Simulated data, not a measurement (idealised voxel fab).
A process module follows: voxel double patterning.
Shown is cross-section cut, with a width of 175 nm and square cells of size 5 nm.
For the purposes of this document, a cross-section shall be understood as a grid of square cells, specified as bands listed in top-to-bottom order, each band consisting of one or more rows of cells. Band: top height; bottom height; in nm. Then, left to right: material with width in nm, for each material. "throughout": a single material spanning edge to edge. "air": empty space. Heads up on the height convention: 0 is the point under which the incoming wafer is all one material, and the lowest band has no bottom, it just keeps going down, like "0 and below". The two numbers in a width such as "30->40" mark its ends across the band: the first belongs to the top row of cells, the second to the bottom row, and from each row to the next the width moves by the same amount. No cell of the cross-section changed in a step that is given as "no alteration". "Closed-off voids" enumerates empty spaces isolated from the top, with no open way to it, that contain at least 8 cells, giving each as width x height at distance from the left edge, all three in nm. Heads up: the bit after the settings on a step's line is the simulator's remark on that step. You can add "overlay nm" to a step's line. For a step with a mask, it describes how far the mask lay to the right of its planned position, and a negative number describes a lay to the left.

Planned step list for the process
| 1 | RECEIVE: material Si |
| 2 | CONFORMAL_DEP: material SiN, thk nm 10 |
| 3 | DIRECTIONAL_DEP: material SiO2, thk nm 10 |
| 4 | DIRECTIONAL_DEP: material SiCN, thk nm 5 |
| 5 | DIRECTIONAL_DEP: material aC, thk nm 10 |
| 6 | PATTERN: tone open, mask id FIRST, material resist, width nm 15, pitch nm 50, thk nm 30, overlay nm 0 |
| 7 | DIRECTIONAL_ETCH: etch materials aC, depth nm 10 |
| 8 | STRIP: etch materials resist |
| 9 | DIRECTIONAL_ETCH: etch materials SiCN, depth nm 5 |
| 10 | STRIP: etch materials aC |
| 11 | MASKED_ETCH: tone open, mask id SECOND, width nm 15, etch materials SiCN, depth nm 5, overlay nm 0 |
| 12 | DIRECTIONAL_ETCH: etch materials SiO2, depth nm 10 |
| 13 | STRIP: etch materials SiCN |

What follows covers the first of two wafers; it ran as planned

Wafer as received: cross-section following step 1
> 0 and below: Si throughout
> Closed-off voids: none

State of the wafer after step 2, shown in cross-section
> 10 down to 0: SiN throughout
> Nothing below the height 0 has changed.

State of the wafer after step 3, shown in cross-section
> 20 down to 10: SiO2 throughout
> Nothing below the height 10 has changed.

State of the wafer after step 4, shown in cross-section
> 25 down to 20: SiCN throughout
> Nothing below the height 20 has changed.

State of the wafer after step 5, shown in cross-section
> 35 down to 25: aC throughout
> Nothing below the height 25 has changed.

State of the wafer after step 6, shown in cross-section
> 65 down to 35: resist (55), air (15), resist (35), air (15), resist (55)
> Nothing below the height 35 has changed.

State of the wafer after step 7, shown in cross-section
> 55 down to 35: resist (55), air (15), resist (35), air (15), resist (55)
> 35 down to 25: aC (55), air (15), aC (35), air (15), aC (55)
> Nothing below the height 25 has changed.

State of the wafer after step 8, shown in cross-section
> 35 down to 25: aC (55), air (15), aC (35), air (15), aC (55)
> Nothing below the height 25 has changed.

State of the wafer after step 9, shown in cross-section
> 35 down to 25: aC (55), air (15), aC (35), air (15), aC (55)
> 25 down to 20: SiCN (55), air (15), SiCN (35), air (15), SiCN (55)
> Nothing below the height 20 has changed.

State of the wafer after step 10, shown in cross-section
> 25 down to 20: SiCN (55), air (15), SiCN (35), air (15), SiCN (55)
> Nothing below the height 20 has changed.

State of the wafer after step 11, shown in cross-section
> 25 down to 20: SiCN (55), air (15), SiCN (10), air (15), SiCN (10), air (15), SiCN (55)
> Nothing below the height 20 has changed.

State of the wafer after step 12, shown in cross-section
> 25 down to 20: SiCN (55), air (15), SiCN (10), air (15), SiCN (10), air (15), SiCN (55)
> 20 down to 10: SiO2 (55), air (15), SiO2 (10), air (15), SiO2 (10), air (15), SiO2 (55)
> Nothing below the height 10 has changed.

State of the wafer after step 13, shown in cross-section
> 20 down to 10: SiO2 (55), air (15), SiO2 (10), air (15), SiO2 (10), air (15), SiO2 (55)
> Nothing below the height 10 has changed.

The Second Wafer: Common Origin and Plan, One Mistake in Execution, Identical to the First Through Step 3

Second wafer shown in cross-section at the time step 4 was slated to end
> 25 down to 10: SiO2 throughout
> Nothing below the height 10 has changed.

Second wafer shown in cross-section at the time step 5 was slated to end
> 35 down to 25: aC throughout
> Nothing below the height 25 has changed.

Second wafer shown in cross-section at the time step 6 was slated to end
> 65 down to 35: resist (55), air (15), resist (35), air (15), resist (55)
> Nothing below the height 35 has changed.

Second wafer shown in cross-section at the time step 7 was slated to end
> 55 down to 35: resist (55), air (15), resist (35), air (15), resist (55)
> 35 down to 25: aC (55), air (15), aC (35), air (15), aC (55)
> Nothing below the height 25 has changed.

Second wafer shown in cross-section at the time step 8 was slated to end
> 35 down to 25: aC (55), air (15), aC (35), air (15), aC (55)
> Nothing below the height 25 has changed.

Second wafer shown in cross-section at the time step 9 was slated to end: no alteration

Second wafer shown in cross-section at the time step 10 was slated to end
> 25 down to 10: SiO2 throughout
> Nothing below the height 10 has changed.

Second wafer shown in cross-section at the time step 11 was slated to end: no alteration

Second wafer shown in cross-section at the time step 12 was slated to end
> 15 down to 10: SiO2 throughout
> Nothing below the height 10 has changed.

Second wafer shown in cross-section at the time step 13 was slated to end: no alteration
Processing error: step 4 changed vs plan, executed as DIRECTIONAL_DEP: material SiO2, thk nm 5
Heads up, by the end the second wafer has more or fewer cells of some materials compared to the first: 17 fewer of SiO2
